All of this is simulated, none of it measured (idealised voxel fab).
process module | voxel transistor to metal
Cross-sectional view cut (width: 165 nm; square cell size: 5 nm).
Bands, listed from the top down, are how a cross-section gets written in this document; the cross-section itself is a grid of square cells, and a band is one or more rows of them. For a band, the entry starts with two heights in nm, that of the top and then that of the bottom, and carries on with the band's materials in order from left to right, each alongside its width in nm; the word "everywhere" beside a single material means it fills the band edge to edge, and "air" means empty space. Ref level 0: as-received wafer is one material below here. Bottom band extends down with no lower bound ("top 0, no bottom"). The two numbers in a width such as "30 to 40" mark its ends across the band: the first belongs to the top row of cells, the second to the bottom row, and from each row to the next the width moves by the same amount. Reading "nothing altered" for a step: not a cell of the cross-section changed in it. Look at "Closed internal cavities" for the closed voids: empty spaces with no open path to the top, sized 8 cells or up. Each is width x height at distance, distance from the left edge, all nm. Post-settings text on a step line: simulator's own remark regarding the step. What "overlay nm" on a step's line means: if the step has a mask, that mask lay this far to the right of its planned place, or, when the value is negative, to the left.
Plan:
step 1: RECEIVE with material Si
step 2: CONFORMAL_DEP with material SiO2, thk nm 5
step 3: CONFORMAL_DEP with material SiN, thk nm 10
step 4: MASKED_ETCH with tone cover, mask id ACTIVE, width nm 105, etch materials SiN, depth nm 10, overlay nm 0
step 5: MASKED_ETCH with tone cover, mask id ACTIVE, width nm 105, etch materials SiO2, depth nm 5, overlay nm 0
step 6: MASKED_ETCH with tone cover, mask id ACTIVE, width nm 105, etch materials Si, depth nm 30, overlay nm 0
step 7: FILL_DEP with material SiO2, thk nm 5
step 8: CMP with height nm 15
step 9: SELECTIVE_ETCH with etch materials SiO2, depth nm 10
step 10: STRIP with etch materials SiN
step 11: SELECTIVE_ETCH with etch materials SiO2, depth nm 5
step 12: OXIDIZE with depth nm 5
step 13: DIRECTIONAL_DEP with material polySi, thk nm 25
step 14: DIRECTIONAL_DEP with material SiCN, thk nm 15
step 15: PATTERN with tone cover, mask id GATE, material resist, width nm 15, thk nm 20, overlay nm 0
step 16: DIRECTIONAL_ETCH with etch materials SiCN, depth nm 25
step 17: DIRECTIONAL_ETCH with etch materials polySi, depth nm 35
step 18: STRIP with etch materials resist
step 19: CONFORMAL_DEP with material SiO2, thk nm 5
step 20: DIRECTIONAL_ETCH with etch materials SiO2, depth nm 5
step 21: CONFORMAL_DEP with material SiN, thk nm 5
step 22: DIRECTIONAL_ETCH with etch materials SiN, depth nm 5
step 23: DIRECTIONAL_ETCH with etch materials SiO2, depth nm 5
step 24: DIRECTIONAL_ETCH with etch materials Si, depth nm 10
step 25: EPI with material pSi, thk nm 15
step 26: FILL_DEP with material SiO2, thk nm 5
step 27: CMP with height nm 40
step 28: DIRECTIONAL_DEP with material SiO2, thk nm 10
step 29: DIRECTIONAL_DEP with material aC, thk nm 10
step 30: PATTERN with tone open, mask id CONTACT, material resist, width nm 30, pitch nm 55, thk nm 25, overlay nm -15
step 31: DIRECTIONAL_ETCH with etch materials aC, depth nm 10
step 32: STRIP with etch materials resist
step 33: DIRECTIONAL_ETCH with etch materials SiO2, depth nm 50
step 34: STRIP with etch materials aC
step 35: CONFORMAL_DEP with material TiN, thk nm 5
step 36: FILL_DEP with material W, thk nm 10
step 37: CMP with height nm 50
step 38: DIRECTIONAL_DEP with material TiN, thk nm 5
step 39: DIRECTIONAL_DEP with material W, thk nm 20
step 40: MASKED_ETCH with tone cover, mask id METAL_1, width nm 15, pitch nm 70, etch materials W, depth nm 20, overlay nm 0
step 41: MASKED_ETCH with tone cover, mask id METAL_1, width nm 15, pitch nm 70, etch materials TiN, depth nm 5, overlay nm 0
step 42: FILL_DEP with material lowk, thk nm 10
step 43: CMP with height nm 75
step 44: CONFORMAL_DEP with material SiCN, thk nm 5
step 45: DIRECTIONAL_DEP with material lowk, thk nm 25
step 46: MASKED_ETCH with tone open, mask id METAL_2, width nm 15, pitch nm 70, etch materials lowk, depth nm 15, overlay nm 0
step 47: MASKED_ETCH with tone open, mask id METAL_2_HOLES, width nm 15, pitch nm 70, etch materials lowk, depth nm 10, overlay nm 0
step 48: MASKED_ETCH with tone open, mask id METAL_2_HOLES, width nm 15, pitch nm 70, etch materials SiCN, depth nm 5, overlay nm 0
step 49: CONFORMAL_DEP with material TiN, thk nm 5
step 50: FILL_DEP with material Cu, thk nm 10
step 51: CMP with height nm 105
step 52: CONFORMAL_DEP with material SiCN, thk nm 5
Same starting wafers, different overlay nm at step 30. Plan value belongs to the first wafer.
So this is the first of several wafers, cross-sectioned as it came to us, meaning it's at the end of step 1:
	top 0, no bottom: Si everywhere
	Closed internal cavities: none
Quick key for the table: a row per wafer, taken at the end of the module. For each material it tells you how many cells the wafer gained (+) or lost (-) since it came in, and the closed voids come after:
overlay nm -15, +10 Cu, -121 Si, +69 SiCN, +16 SiN, +265 SiO2, +84 TiN, +62 W, +270 lowk, +56 pSi, +15 polySi, Closed internal cavities: none
overlay nm -10, +10 Cu, -121 Si, +69 SiCN, +16 SiN, +261 SiO2, +84 TiN, +66 W, +270 lowk, +56 pSi, +15 polySi, Closed internal cavities: none
overlay nm -5, +10 Cu, -121 Si, +69 SiCN, +16 SiN, +255 SiO2, +86 TiN, +70 W, +270 lowk, +56 pSi, +15 polySi, Closed internal cavities: none
overlay nm 0, +10 Cu, -121 Si, +69 SiCN, +16 SiN, +263 SiO2, +80 TiN, +68 W, +270 lowk, +56 pSi, +15 polySi, Closed internal cavities: none
overlay nm 5, +10 Cu, -121 Si, +69 SiCN, +16 SiN, +255 SiO2, +86 TiN, +70 W, +270 lowk, +56 pSi, +15 polySi, Closed internal cavities: none
overlay nm 10, +10 Cu, -121 Si, +69 SiCN, +16 SiN, +261 SiO2, +84 TiN, +66 W, +270 lowk, +56 pSi, +15 polySi, Closed internal cavities: none
overlay nm 15, +10 Cu, -121 Si, +69 SiCN, +16 SiN, +265 SiO2, +84 TiN, +62 W, +270 lowk, +56 pSi, +15 polySi, Closed internal cavities: none
